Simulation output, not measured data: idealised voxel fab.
This section sets out a process module, namely voxel gate over fins.
Cross-section cut: width 165 nm, square cells of 5 nm.
Just so we're on the same page, the cross-sections are grids of square cells, and they're listed out in bands top to bottom, each band one or more rows deep. Look at the band entry: it leads with the top's height and the bottom's height in nm. Then it lists the materials left to right, with a width in nm for each. The word "throughout" on a single material says that material fills the band edge to edge. The word "blank" is empty space. Zero point of the height axis is 0; under it, received wafer = one material. Lowest band: continues down indefinitely, "0 down". The two numbers in a width such as "30 to 40" mark its ends across the band: the first belongs to the top row of cells, the second to the bottom row, and from each row to the next the width moves by the same amount. A step reported as "nothing got changed" is a step in which no cell of the cross-section changed. The label "Listed closed voids" introduces a list of the empty spaces, 8 cells or larger, that have no open way up to the top; each entry in it reads width x height at distance, where the distance is taken from the left edge and all three are stated in nm. Step line, after settings: the simulator's comment on this step. overlay nm: mask right of planned place by this much (step with mask). Neg. = left.

## Set out below are the planned steps of the process
1) RECEIVE with material Si
2) CONFORMAL_DEP with material SiN, thk nm 5
3) MASKED_ETCH with tone cover, mask id FINS, width nm 15, pitch nm 55, etch materials SiN, depth nm 5, overlay nm 0
4) MASKED_ETCH with tone cover, mask id FINS, width nm 15, pitch nm 55, etch materials Si, depth nm 40, overlay nm 0
5) OXIDIZE with depth nm 5
6) FILL_DEP with material SiO2, thk nm 15
7) CMP with height nm 5
8) PATTERN with tone open, mask id RAIL, material resist, width nm 15, thk nm 15, overlay nm 0
9) DIRECTIONAL_ETCH with etch materials SiO2, depth nm 40
10) STRIP with etch materials resist
11) CONFORMAL_DEP with material TiN, thk nm 5
12) FILL_DEP with material W, thk nm 5
13) CMP with height nm 5
14) SELECTIVE_ETCH with etch materials W Ru TiN, depth nm 25
15) FILL_DEP with material SiO2, thk nm 5
16) CMP with height nm 5
17) SELECTIVE_ETCH with etch materials SiO2, depth nm 15
18) STRIP with etch materials SiN
19) CONFORMAL_DEP with material HfO2, thk nm 5
20) CONFORMAL_DEP with material TiN, thk nm 5
21) CONFORMAL_DEP with material TiAl, thk nm 5
22) CONFORMAL_DEP with material TiN, thk nm 5
23) FILL_DEP with material W, thk nm 15
24) CMP with height nm 30
25) CONFORMAL_DEP with material SiN, thk nm 5

## Cross-section of the incoming wafer, state after step 1
  0 down: Si throughout
  Listed closed voids: none

## The module was run from the start shown above using the plan shown above, but one mistake was made doing it; the resulting wafer cross-section is below
  35 to 30: SiN throughout
  30 to 25: W throughout
  25 to 20: W: 25 | TiN: 110 | W: 30
  20 to 15: W: 25 | TiN: 5 | TiAl: 45 | TiN: 10 | TiAl: 45 | TiN: 5 | W: 30
  15 to 10: W: 25 | TiN: 5 | TiAl: 5 | TiN: 35 | TiAl: 5 | TiN: 10 | TiAl: 5 | TiN: 35 | TiAl: 5 | TiN: 5 | W: 30
  10 to 5: W: 25 | TiN: 5 | TiAl: 5 | TiN: 5 | HfO2: 25 | TiN: 5 | TiAl: 5 | TiN: 10 | TiAl: 5 | TiN: 5 | HfO2: 25 | TiN: 5 | TiAl: 5 | TiN: 5 | W: 30
  5 to 0: W: 25 | TiN: 5 | TiAl: 5 | TiN: 5 | HfO2: 5 | SiN: 15 | HfO2: 5 | TiN: 5 | TiAl: 5 | TiN: 10 | TiAl: 5 | TiN: 5 | HfO2: 5 | SiN: 15 | HfO2: 5 | TiN: 5 | TiAl: 5 | TiN: 5 | W: 30
  0 to -10: W: 25 | TiN: 5 | TiAl: 5 | TiN: 5 to 10 | HfO2: 10 to 5 | Si: 5 | HfO2: 10 to 5 | TiN: 5 to 10 | TiAl: 5 | TiN: 10 | TiAl: 5 | TiN: 5 to 10 | HfO2: 10 to 5 | Si: 5 | HfO2: 10 to 5 | TiN: 5 to 10 | TiAl: 5 | TiN: 5 | W: 30
  -10 to -20: W: 25 | TiN: 5 to 10 | TiAl: 10 to 5 | TiN: 5 | HfO2: 5 | Si: 5 | HfO2: 5 | TiN: 5 | TiAl: 10 to 5 | TiN: 10 to 20 | TiAl: 10 to 5 | TiN: 5 | HfO2: 5 | Si: 5 | HfO2: 5 | TiN: 5 | TiAl: 10 to 5 | TiN: 5 to 10 | W: 30
  -20 to -25: W: 30 | TiN: 5 | TiAl: 5 | TiN: 5 | HfO2: 5 | Si: 5 | HfO2: 5 | TiN: 5 | TiAl: 5 | TiN: 5 | blank: 10 | TiN: 5 | TiAl: 5 | TiN: 5 | HfO2: 5 | Si: 5 | HfO2: 5 | TiN: 5 | TiAl: 5 | TiN: 5 | W: 35
  -25 to -30: TiN: 35 | TiAl: 5 | TiN: 5 | HfO2: 5 | Si: 5 | HfO2: 5 | TiN: 5 | TiAl: 5 | TiN: 20 | TiAl: 5 | TiN: 5 | HfO2: 5 | Si: 5 | HfO2: 5 | TiN: 5 | TiAl: 5 | TiN: 40
  -30 to -35: TiAl: 40 | TiN: 5 | HfO2: 5 | Si: 5 | HfO2: 5 | TiN: 5 | TiAl: 30 | TiN: 5 | HfO2: 5 | Si: 5 | HfO2: 5 | TiN: 5 | TiAl: 45
  -35 to -40: TiN: 45 | HfO2: 5 | Si: 5 | HfO2: 5 | TiN: 40 | HfO2: 5 | Si: 5 | HfO2: 5 | TiN: 50
  -40 to -45: HfO2: 50 | Si: 5 | HfO2: 50 | Si: 5 | HfO2: 55
  -45 down: Si throughout
  Listed closed voids: none
Plan not followed: step 18: run off-plan, actual operation and settings STRIP with etch materials SiO2
